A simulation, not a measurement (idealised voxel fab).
The process module presented herein is designated voxel quadruple lines.
Square cells of 5 nm make up the cross-section cut, whose width is 265 nm.
We lay out every cross-section as a grid of square cells and spell it out in bands from the top down, where one band means one or more rows of cells. Basically the band line says how high the top is and how high the bottom is, in nm, and then what's in it from left to right, every material with its width in nm. Empty space shows up as "blank", and if a single material carries "edge to edge" it runs the full band edge to edge. It should be noted that heights are counted from 0, beneath which the wafer as supplied is of one material throughout, and that the lowest band possesses no lower boundary but continues downward, as written in "0 and below". The two numbers in a width such as "30->40" mark its ends across the band: the first belongs to the top row of cells, the second to the bottom row, and from each row to the next the width moves by the same amount. Given "nothing different" for a step, no cell of the cross-section differs between before and after that step. Entry "Enclosed empty spaces". Content: empty spaces with no open connection to the top, size 8 cells or greater. Each: width x height at distance. Distance: from left edge. Unit: nm. Note: text after step settings on the step line = simulator remark on that step. overlay nm, on a step with a mask: how far to the right of its planned place the mask lay; to the left if negative.

Intended process steps:
1) RECEIVE [material Si]
2) CONFORMAL_DEP [material Al2O3] [thk nm 5]
3) DIRECTIONAL_DEP [material Ru] [thk nm 15]
4) DIRECTIONAL_DEP [material polySi] [thk nm 20]
5) DIRECTIONAL_DEP [material aC] [thk nm 20]
6) PATTERN [tone cover] [mask id MANDREL] [material resist] [width nm 20] [thk nm 25] [overlay nm 0]
7) DIRECTIONAL_ETCH [etch materials aC] [depth nm 20]
8) STRIP [etch materials resist]
9) CONFORMAL_DEP [material SiO2] [thk nm 10]
10) DIRECTIONAL_ETCH [etch materials SiO2] [depth nm 10]
11) STRIP [etch materials aC]
12) DIRECTIONAL_ETCH [etch materials polySi] [depth nm 20]
13) STRIP [etch materials SiO2]
14) CONFORMAL_DEP [material SiN] [thk nm 5]
15) DIRECTIONAL_ETCH [etch materials SiN] [depth nm 5]
16) STRIP [etch materials polySi]
17) DIRECTIONAL_ETCH [etch materials Ru] [depth nm 15]
18) STRIP [etch materials SiN]

First of two wafers, with the run carried out as planned:

Received-state cross-section, reflecting completion of step 1:
- 0 and below | Si edge to edge
- Enclosed empty spaces: none

Take a look at the wafer's cross-section after step 2:
- 5 down to 0 | Al2O3 edge to edge
- Everything under 0 stays put, no change at all.

Take a look at the wafer's cross-section after step 3:
- 20 down to 5 | Ru edge to edge
- Everything under 5 stays put, no change at all.

Take a look at the wafer's cross-section after step 4:
- 40 down to 20 | polySi edge to edge
- Everything under 20 stays put, no change at all.

Take a look at the wafer's cross-section after step 5:
- 60 down to 40 | aC edge to edge
- Everything under 40 stays put, no change at all.

Take a look at the wafer's cross-section after step 6:
- 85 down to 60 | 120 blank | 20 resist | 125 blank
- Everything under 60 stays put, no change at all.

Take a look at the wafer's cross-section after step 7:
- 65 down to 60 | 120 blank | 20 resist | 125 blank
- 60 down to 40 | 120 blank | 20 aC | 125 blank
- Everything under 40 stays put, no change at all.

Take a look at the wafer's cross-section after step 8:
- 60 down to 40 | 120 blank | 20 aC | 125 blank
- Everything under 40 stays put, no change at all.

Take a look at the wafer's cross-section after step 9:
- 70 down to 60 | 110 blank | 40 SiO2 | 115 blank
- 60 down to 50 | 110 blank | 10 SiO2 | 20 aC | 10 SiO2 | 115 blank
- 50 down to 40 | 120 SiO2 | 20 aC | 125 SiO2
- Everything under 40 stays put, no change at all.

Take a look at the wafer's cross-section after step 10:
- 60 down to 40 | 110 blank | 10 SiO2 | 20 aC | 10 SiO2 | 115 blank
- Everything under 40 stays put, no change at all.

Take a look at the wafer's cross-section after step 11:
- 60 down to 40 | 110 blank | 10 SiO2 | 20 blank | 10 SiO2 | 115 blank
- Everything under 40 stays put, no change at all.

Take a look at the wafer's cross-section after step 12:
- 60 down to 40 | 110 blank | 10 SiO2 | 20 blank | 10 SiO2 | 115 blank
- 40 down to 20 | 110 blank | 10 polySi | 20 blank | 10 polySi | 115 blank
- Everything under 20 stays put, no change at all.

Take a look at the wafer's cross-section after step 13:
- 40 down to 20 | 110 blank | 10 polySi | 20 blank | 10 polySi | 115 blank
- Everything under 20 stays put, no change at all.

Take a look at the wafer's cross-section after step 14:
- 45 down to 40 | 105 blank | 20 SiN | 10 blank | 20 SiN | 110 blank
- 40 down to 25 | 105 blank | 5 SiN | 10 polySi | 5 SiN | 10 blank | 5 SiN | 10 polySi | 5 SiN | 110 blank
- 25 down to 20 | 110 SiN | 10 polySi | 20 SiN | 10 polySi | 115 SiN
- Everything under 20 stays put, no change at all.

Take a look at the wafer's cross-section after step 15:
- 40 down to 20 | 105 blank | 5 SiN | 10 polySi | 5 SiN | 10 blank | 5 SiN | 10 polySi | 5 SiN | 110 blank
- Everything under 20 stays put, no change at all.

Take a look at the wafer's cross-section after step 16:
- 40 down to 20 | 105 blank | 5 SiN | 10 blank | 5 SiN | 10 blank | 5 SiN | 10 blank | 5 SiN | 110 blank
- Everything under 20 stays put, no change at all.

Take a look at the wafer's cross-section after step 17:
- 40 down to 20 | 105 blank | 5 SiN | 10 blank | 5 SiN | 10 blank | 5 SiN | 10 blank | 5 SiN | 110 blank
- 20 down to 5 | 105 blank | 5 Ru | 10 blank | 5 Ru | 10 blank | 5 Ru | 10 blank | 5 Ru | 110 blank
- Everything under 5 stays put, no change at all.

Take a look at the wafer's cross-section after step 18:
- 20 down to 5 | 105 blank | 5 Ru | 10 blank | 5 Ru | 10 blank | 5 Ru | 10 blank | 5 Ru | 110 blank
- Everything under 5 stays put, no change at all.

Companion wafer, the second of two: same beginning, same intended sequence, one mistake in carrying it out; through step 2 inclusive it tracks the first exactly:

Second wafer shown in cross-section at the time step 3 was slated to end:
- 25 down to 5 | polySi edge to edge
- Everything under 5 stays put, no change at all.

Second wafer shown in cross-section at the time step 4 was slated to end:
- 40 down to 25 | Ru edge to edge
- Everything under 25 stays put, no change at all.

Second wafer shown in cross-section at the time step 5 was slated to end:
- 60 down to 40 | aC edge to edge
- Everything under 40 stays put, no change at all.

Second wafer shown in cross-section at the time step 6 was slated to end:
- 85 down to 60 | 120 blank | 20 resist | 125 blank
- Everything under 60 stays put, no change at all.

Second wafer shown in cross-section at the time step 7 was slated to end:
- 65 down to 60 | 120 blank | 20 resist | 125 blank
- 60 down to 40 | 120 blank | 20 aC | 125 blank
- Everything under 40 stays put, no change at all.

Second wafer shown in cross-section at the time step 8 was slated to end:
- 60 down to 40 | 120 blank | 20 aC | 125 blank
- Everything under 40 stays put, no change at all.

Second wafer shown in cross-section at the time step 9 was slated to end:
- 70 down to 60 | 110 blank | 40 SiO2 | 115 blank
- 60 down to 50 | 110 blank | 10 SiO2 | 20 aC | 10 SiO2 | 115 blank
- 50 down to 40 | 120 SiO2 | 20 aC | 125 SiO2
- Everything under 40 stays put, no change at all.

Second wafer shown in cross-section at the time step 10 was slated to end:
- 60 down to 40 | 110 blank | 10 SiO2 | 20 aC | 10 SiO2 | 115 blank
- Everything under 40 stays put, no change at all.

Second wafer shown in cross-section at the time step 11 was slated to end:
- 60 down to 40 | 110 blank | 10 SiO2 | 20 blank | 10 SiO2 | 115 blank
- Everything under 40 stays put, no change at all.

Second wafer shown in cross-section at the time step 12 was slated to end: nothing different

Second wafer shown in cross-section at the time step 13 was slated to end:
- 40 down to 25 | Ru edge to edge
- Everything under 25 stays put, no change at all.

Second wafer shown in cross-section at the time step 14 was slated to end:
- 45 down to 40 | SiN edge to edge
- Everything under 40 stays put, no change at all.

Second wafer shown in cross-section at the time step 15 was slated to end:
- 40 down to 25 | Ru edge to edge
- Everything under 25 stays put, no change at all.

Second wafer shown in cross-section at the time step 16 was slated to end: nothing different

Second wafer shown in cross-section at the time step 17 was slated to end:
- 25 down to 5 | polySi edge to edge
- Everything under 5 stays put, no change at all.

Second wafer shown in cross-section at the time step 18 was slated to end: nothing different
Deviation from plan: mixed up steps 3 and 4 - ran each in the other's place
Per the end-of-run cell counts, the second wafer holds more or fewer of some materials than the first: Ru: 12 fewer; polySi: 212 more
